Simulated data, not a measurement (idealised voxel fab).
Process module in this document: voxel self aligned vias
Cross-section cut: width 245 nm, square cells of 5 nm.
Cross-section, as written here: a square-cell grid given band by band from the top down, where a band holds one or more rows of cells. What a band's entry tells you: where the top is and where the bottom is, as heights in nm, and after that what lies inside, material by material from left to right, each with its width in nm. Empty space is written as the word "air", and a single material marked with the word "edge to edge" occupies the band from edge to edge. We count height from 0. Below that, the starting wafer is all one material. The lowest band never ends at the bottom but goes on down; see "0 and below" for how that is written. Top row gets the first number, bottom row gets the second, and each row in between changes by the same step: that is how a band width like "30 to 40" works. "no change" (step): cross-section cells unchanged, all of them. Listed in "Tabulated closed voids": every empty space of 8 or more cells without an open way to the top. Form: width x height at distance, the distance being from the left edge, all in nm. It should be noted that, on the line of a given step, the content following the step's settings is a remark produced by the simulator itself with respect to that step. Among the settings permitted on a step's line is "overlay nm"; applied to a step with a mask, it specifies the extent to which the mask lay to the right of its planned position, whereas a negative figure signifies a position to the left.
The steps planned for the process are as follows
| 1 | RECEIVE: material Si |
| 2 | CONFORMAL_DEP: material SiO2, thk nm 10 |
| 3 | CONFORMAL_DEP: material SiCN, thk nm 5 |
| 4 | DIRECTIONAL_DEP: material lowk, thk nm 25 |
| 5 | MASKED_ETCH: tone open, mask id LINES, width nm 25, pitch nm 60, etch materials lowk, depth nm 25, overlay nm 0 |
| 6 | CONFORMAL_DEP: material TiN, thk nm 5 |
| 7 | FILL_DEP: material W, thk nm 5 |
| 8 | CMP: height nm 40 |
| 9 | SELECTIVE_ETCH: etch materials W Ru TiN, depth nm 10 |
| 10 | FILL_DEP: material SiN, thk nm 5 |
| 11 | CMP: height nm 40 |
| 12 | DIRECTIONAL_DEP: material lowk, thk nm 20 |
| 13 | PATTERN: tone open, mask id VIAS, material resist, width nm 45, pitch nm 60, thk nm 20, overlay nm 0 |
| 14 | DIRECTIONAL_ETCH: etch materials lowk, depth nm 20 |
| 15 | DIRECTIONAL_ETCH: etch materials SiN, depth nm 10 |
| 16 | STRIP: etch materials resist |
| 17 | CONFORMAL_DEP: material TiN, thk nm 5 |
| 18 | FILL_DEP: material Ru, thk nm 5 |
| 19 | CMP: height nm 60 |
| 20 | CONFORMAL_DEP: material SiN, thk nm 5 |
Shown in cross-section is the wafer as received, that is, as it stands after step 1
    0 and below = Si edge to edge
    Tabulated closed voids: none
The first of two wafers, cross-sectioned at the end of the module, with the run proceeding as planned
    65 down to 60 = SiN edge to edge
    60 down to 45 = 70 nm lowk | 5 nm TiN | 35 nm Ru | 5 nm TiN | 15 nm lowk | 5 nm TiN | 35 nm Ru | 5 nm TiN | 70 nm lowk
    45 down to 35 = 70 to 80 nm lowk | 15 to 5 nm TiN | 15 nm Ru | 15 to 5 nm TiN | 15 to 35 nm lowk | 15 to 5 nm TiN | 15 nm Ru | 15 to 5 nm TiN | 70 to 80 nm lowk
    35 down to 30 = 80 nm lowk | 25 nm TiN | 35 nm lowk | 25 nm TiN | 80 nm lowk
    30 down to 20 = 80 nm lowk | 5 nm TiN | 15 nm W | 5 nm TiN | 35 nm lowk | 5 nm TiN | 15 nm W | 5 nm TiN | 80 nm lowk
    20 down to 15 = 80 nm lowk | 25 nm TiN | 35 nm lowk | 25 nm TiN | 80 nm lowk
    15 down to 10 = SiCN edge to edge
    10 down to 0 = SiO2 edge to edge
    0 and below = Si edge to edge
    Tabulated closed voids: none
End-of-module cross-section of the second wafer: identical starting point and process plan to the first, with one processing mistake
    65 down to 60 = SiN edge to edge
    60 down to 45 = 75 nm lowk | 5 nm TiN | 35 nm Ru | 5 nm TiN | 15 nm lowk | 5 nm TiN | 35 nm Ru | 5 nm TiN | 65 nm lowk
    45 down to 35 = 75 to 80 nm lowk | 10 to 5 nm TiN | 15 nm Ru | 20 to 5 nm TiN | 15 to 35 nm lowk | 10 to 5 nm TiN | 15 nm Ru | 20 to 5 nm TiN | 65 to 80 nm lowk
    35 down to 30 = 80 nm lowk | 25 nm TiN | 35 nm lowk | 25 nm TiN | 80 nm lowk
    30 down to 20 = 80 nm lowk | 5 nm TiN | 15 nm W | 5 nm TiN | 35 nm lowk | 5 nm TiN | 15 nm W | 5 nm TiN | 80 nm lowk
    20 down to 15 = 80 nm lowk | 25 nm TiN | 35 nm lowk | 25 nm TiN | 80 nm lowk
    15 down to 10 = SiCN edge to edge
    10 down to 0 = SiO2 edge to edge
    0 and below = Si edge to edge
    Tabulated closed voids: none
Plan not followed: step 13 changed vs plan, executed as PATTERN: tone open, mask id VIAS, material resist, width nm 45, pitch nm 60, thk nm 20, overlay nm 5
The two final wafers agree on how many cells each material fills and disagree on which cells those are.
